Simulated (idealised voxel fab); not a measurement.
A process module follows: voxel gate over fins.
Section shown: cut. Width: 235 nm. Cell size: 5 nm, square.
We lay out every cross-section as a grid of square cells and spell it out in bands from the top down, where one band means one or more rows of cells. The entry gives the band's vertical extent as a top height and a bottom height in nm, then its horizontal make-up as materials from left to right, each with a width in nm. "blank" stands for empty space; a single material marked "edge to edge" fills the band edge to edge. Height datum 0, below which the as-received substrate wafer is one material. Lowest band open at the bottom, running downward: "0 and below". Quick explanation for "30..40": the width changes in equal steps down the rows of cells, from the first number in the band's top row to the second number in its bottom row. "no alterations made" (step): cross-section cells unchanged, all of them. The list in "Closed internal cavities" covers empty spaces of 8 cells or more that cannot reach the top through any open way, and it gives each as width x height at distance; the distance is from the left edge, and width, height and distance are in nm. Where a step's line continues beyond its settings, the continuation is a remark by the simulator itself on that step. You can add "overlay nm" to a step's line. For a step with a mask, it describes how far the mask lay to the right of its planned position, and a negative number describes a lay to the left.
-- List of planned process steps
1. RECEIVE (material Si)
2. CONFORMAL_DEP (material SiN; thk nm 10)
3. DIRECTIONAL_DEP (material aC; thk nm 10)
4. PATTERN (tone cover; mask id FINS; material resist; width nm 15; pitch nm 50; thk nm 25; overlay nm 0)
5. DIRECTIONAL_ETCH (etch materials aC; depth nm 10)
6. STRIP (etch materials resist)
7. DIRECTIONAL_ETCH (etch materials SiN; depth nm 10)
8. DIRECTIONAL_ETCH (etch materials Si; depth nm 35)
9. STRIP (etch materials aC)
10. OXIDIZE (depth nm 5)
11. FILL_DEP (material SiO2; thk nm 10)
12. CMP (height nm 10)
13. DIRECTIONAL_DEP (material aC; thk nm 10)
14. PATTERN (tone open; mask id RAIL; material resist; width nm 15; thk nm 30; overlay nm 0)
15. DIRECTIONAL_ETCH (etch materials aC; depth nm 10)
16. STRIP (etch materials resist)
17. DIRECTIONAL_ETCH (etch materials SiO2; depth nm 40)
18. STRIP (etch materials aC)
19. CONFORMAL_DEP (material TiN; thk nm 5)
20. FILL_DEP (material Ru; thk nm 5)
21. CMP (height nm 10)
22. SELECTIVE_ETCH (etch materials W Ru TiN; depth nm 35)
23. FILL_DEP (material SiO2; thk nm 5)
24. CMP (height nm 10)
25. SELECTIVE_ETCH (etch materials SiO2; depth nm 25)
26. STRIP (etch materials SiN)
27. CONFORMAL_DEP (material HfO2; thk nm 5)
28. CONFORMAL_DEP (material TiN; thk nm 5)
29. CONFORMAL_DEP (material TiAl; thk nm 5)
30. CONFORMAL_DEP (material TiN; thk nm 5)
31. FILL_DEP (material W; thk nm 10)
32. CMP (height nm 25)
33. CONFORMAL_DEP (material SiN; thk nm 10)
The wafers in this document start out alike and differ in the width nm applied at step 14; the plan shows the value used for the first wafer.
-- As received, i.e. after step 1: cross-section through the first of several wafers
* 0 and below: Si edge to edge
* Closed internal cavities: none
-- Module finished, last step 33 done: cross-section of the first of several wafers
* 35 down to 25: SiN edge to edge
* 25 down to 20: W edge to edge
* 20 down to 15: 20 nm W, then 45 nm TiN, then 5 nm W, then 45 nm TiN, then 5 nm W, then 45 nm TiN, then 5 nm W, then 45 nm TiN, then 20 nm W
* 15 down to 10: 20 nm W, then 5 nm TiN, then 35 nm TiAl, then 5 nm TiN, then 5 nm W, then 5 nm TiN, then 35 nm TiAl, then 5 nm TiN, then 5 nm W, then 5 nm TiN, then 35 nm TiAl, then 5 nm TiN, then 5 nm W, then 5 nm TiN, then 35 nm TiAl, then 5 nm TiN, then 20 nm W
* 10 down to 5: 20 nm W, then 5 nm TiN, then 5 nm TiAl, then 25 nm TiN, then 5 nm TiAl, then 5 nm TiN, then 5 nm W, then 5 nm TiN, then 5 nm TiAl, then 25 nm TiN, then 5 nm TiAl, then 5 nm TiN, then 5 nm W, then 5 nm TiN, then 5 nm TiAl, then 25 nm TiN, then 5 nm TiAl, then 5 nm TiN, then 5 nm W, then 5 nm TiN, then 5 nm TiAl, then 25 nm TiN, then 5 nm TiAl, then 5 nm TiN, then 20 nm W
* 5 down to 0: 25 nm TiN, then 5 nm TiAl, then 5 nm TiN, then 15 nm HfO2, then 5 nm TiN, then 5 nm TiAl, then 15 nm TiN, then 5 nm TiAl, then 5 nm TiN, then 15 nm HfO2, then 5 nm TiN, then 5 nm TiAl, then 15 nm TiN, then 5 nm TiAl, then 5 nm TiN, then 15 nm HfO2, then 5 nm TiN, then 5 nm TiAl, then 15 nm TiN, then 5 nm TiAl, then 5 nm TiN, then 15 nm HfO2, then 5 nm TiN, then 5 nm TiAl, then 25 nm TiN
* 0 down to -5: 30 nm TiAl, then 5 nm TiN, then 5 nm HfO2, then 5 nm Si, then 5 nm HfO2, then 5 nm TiN, then 25 nm TiAl, then 5 nm TiN, then 5 nm HfO2, then 5 nm Si, then 5 nm HfO2, then 5 nm TiN, then 25 nm TiAl, then 5 nm TiN, then 5 nm HfO2, then 5 nm Si, then 5 nm HfO2, then 5 nm TiN, then 25 nm TiAl, then 5 nm TiN, then 5 nm HfO2, then 5 nm Si, then 5 nm HfO2, then 5 nm TiN, then 30 nm TiAl
* -5 down to -10: 35 nm TiN, then 5 nm HfO2, then 5 nm Si, then 5 nm HfO2, then 35 nm TiN, then 5 nm HfO2, then 5 nm Si, then 5 nm HfO2, then 35 nm TiN, then 5 nm HfO2, then 5 nm Si, then 5 nm HfO2, then 35 nm TiN, then 5 nm HfO2, then 5 nm Si, then 5 nm HfO2, then 35 nm TiN
* -10 down to -15: 40 nm HfO2, then 5 nm Si, then 45 nm HfO2, then 5 nm Si, then 45 nm HfO2, then 5 nm Si, then 45 nm HfO2, then 5 nm Si, then 40 nm HfO2
* -15 down to -25: 40 nm SiO2, then 5 nm Si, then 45 nm SiO2, then 5 nm Si, then 45 nm SiO2, then 5 nm Si, then 45 nm SiO2, then 5 nm Si, then 40 nm SiO2
* -25 down to -30: 40 nm SiO2, then 5 nm Si, then 15 nm SiO2, then 15 nm TiN, then 15 nm SiO2, then 5 nm Si, then 45 nm SiO2, then 5 nm Si, then 45 nm SiO2, then 5 nm Si, then 40 nm SiO2
* -30 down to -40: 40 nm SiO2, then 5 nm Si, then 45 nm SiO2, then 5 nm Si, then 45 nm SiO2, then 5 nm Si, then 45 nm SiO2, then 5 nm Si, then 40 nm SiO2
* -40 and below: Si edge to edge
* Closed internal cavities: none
-- Cross-section of the last wafer at end of module
* 35 down to 25: SiN edge to edge
* 25 down to 20: W edge to edge
* 20 down to 15: 20 nm W, then 45 nm TiN, then 5 nm W, then 45 nm TiN, then 5 nm W, then 45 nm TiN, then 5 nm W, then 45 nm TiN, then 20 nm W
* 15 down to 10: 20 nm W, then 5 nm TiN, then 35 nm TiAl, then 5 nm TiN, then 5 nm W, then 5 nm TiN, then 35 nm TiAl, then 5 nm TiN, then 5 nm W, then 5 nm TiN, then 35 nm TiAl, then 5 nm TiN, then 5 nm W, then 5 nm TiN, then 35 nm TiAl, then 5 nm TiN, then 20 nm W
* 10 down to 5: 20 nm W, then 5 nm TiN, then 5 nm TiAl, then 25 nm TiN, then 5 nm TiAl, then 5 nm TiN, then 5 nm W, then 5 nm TiN, then 5 nm TiAl, then 25 nm TiN, then 5 nm TiAl, then 5 nm TiN, then 5 nm W, then 5 nm TiN, then 5 nm TiAl, then 25 nm TiN, then 5 nm TiAl, then 5 nm TiN, then 5 nm W, then 5 nm TiN, then 5 nm TiAl, then 25 nm TiN, then 5 nm TiAl, then 5 nm TiN, then 20 nm W
* 5 down to 0: 25 nm TiN, then 5 nm TiAl, then 5 nm TiN, then 15 nm HfO2, then 5 nm TiN, then 5 nm TiAl, then 15 nm TiN, then 5 nm TiAl, then 5 nm TiN, then 15 nm HfO2, then 5 nm TiN, then 5 nm TiAl, then 15 nm TiN, then 5 nm TiAl, then 5 nm TiN, then 15 nm HfO2, then 5 nm TiN, then 5 nm TiAl, then 15 nm TiN, then 5 nm TiAl, then 5 nm TiN, then 15 nm HfO2, then 5 nm TiN, then 5 nm TiAl, then 25 nm TiN
* 0 down to -5: 30 nm TiAl, then 5 nm TiN, then 5 nm HfO2, then 5 nm Si, then 5 nm HfO2, then 5 nm TiN, then 25 nm TiAl, then 5 nm TiN, then 5 nm HfO2, then 5 nm Si, then 5 nm HfO2, then 5 nm TiN, then 25 nm TiAl, then 5 nm TiN, then 5 nm HfO2, then 5 nm Si, then 5 nm HfO2, then 5 nm TiN, then 25 nm TiAl, then 5 nm TiN, then 5 nm HfO2, then 5 nm Si, then 5 nm HfO2, then 5 nm TiN, then 30 nm TiAl
* -5 down to -10: 35 nm TiN, then 5 nm HfO2, then 5 nm Si, then 5 nm HfO2, then 35 nm TiN, then 5 nm HfO2, then 5 nm Si, then 5 nm HfO2, then 35 nm TiN, then 5 nm HfO2, then 5 nm Si, then 5 nm HfO2, then 35 nm TiN, then 5 nm HfO2, then 5 nm Si, then 5 nm HfO2, then 35 nm TiN
* -10 down to -15: 40 nm HfO2, then 5 nm Si, then 45 nm HfO2, then 5 nm Si, then 45 nm HfO2, then 5 nm Si, then 45 nm HfO2, then 5 nm Si, then 40 nm HfO2
* -15 down to -25: 40 nm SiO2, then 5 nm Si, then 45 nm SiO2, then 5 nm Si, then 45 nm SiO2, then 5 nm Si, then 45 nm SiO2, then 5 nm Si, then 40 nm SiO2
* -25 down to -30: 40 nm SiO2, then 5 nm Si, then 10 nm SiO2, then 30 nm TiN, then 5 nm SiO2, then 5 nm Si, then 45 nm SiO2, then 5 nm Si, then 45 nm SiO2, then 5 nm Si, then 40 nm SiO2
* -30 down to -40: 40 nm SiO2, then 5 nm Si, then 45 nm SiO2, then 5 nm Si, then 45 nm SiO2, then 5 nm Si, then 45 nm SiO2, then 5 nm Si, then 40 nm SiO2
* -40 and below: Si edge to edge
* Closed internal cavities: none
-- Tabulated below, wafer by wafer, are the end-of-module results: for each material, the number of cells gained (+) or lost (-) relative to the as-received state, followed by the closed voids
width nm 15 | +71 HfO2 | -344 Si | +94 SiN | +212 SiO2 | +71 TiAl | +145 TiN | +80 W | Closed internal cavities: none
width nm 20 | +71 HfO2 | -344 Si | +94 SiN | +211 SiO2 | +71 TiAl | +146 TiN | +80 W | Closed internal cavities: none
width nm 25 | +71 HfO2 | -344 Si | +94 SiN | +210 SiO2 | +71 TiAl | +147 TiN | +80 W | Closed internal cavities: none
width nm 30 | +71 HfO2 | -344 Si | +94 SiN | +209 SiO2 | +71 TiAl | +148 TiN | +80 W | Closed internal cavities: none
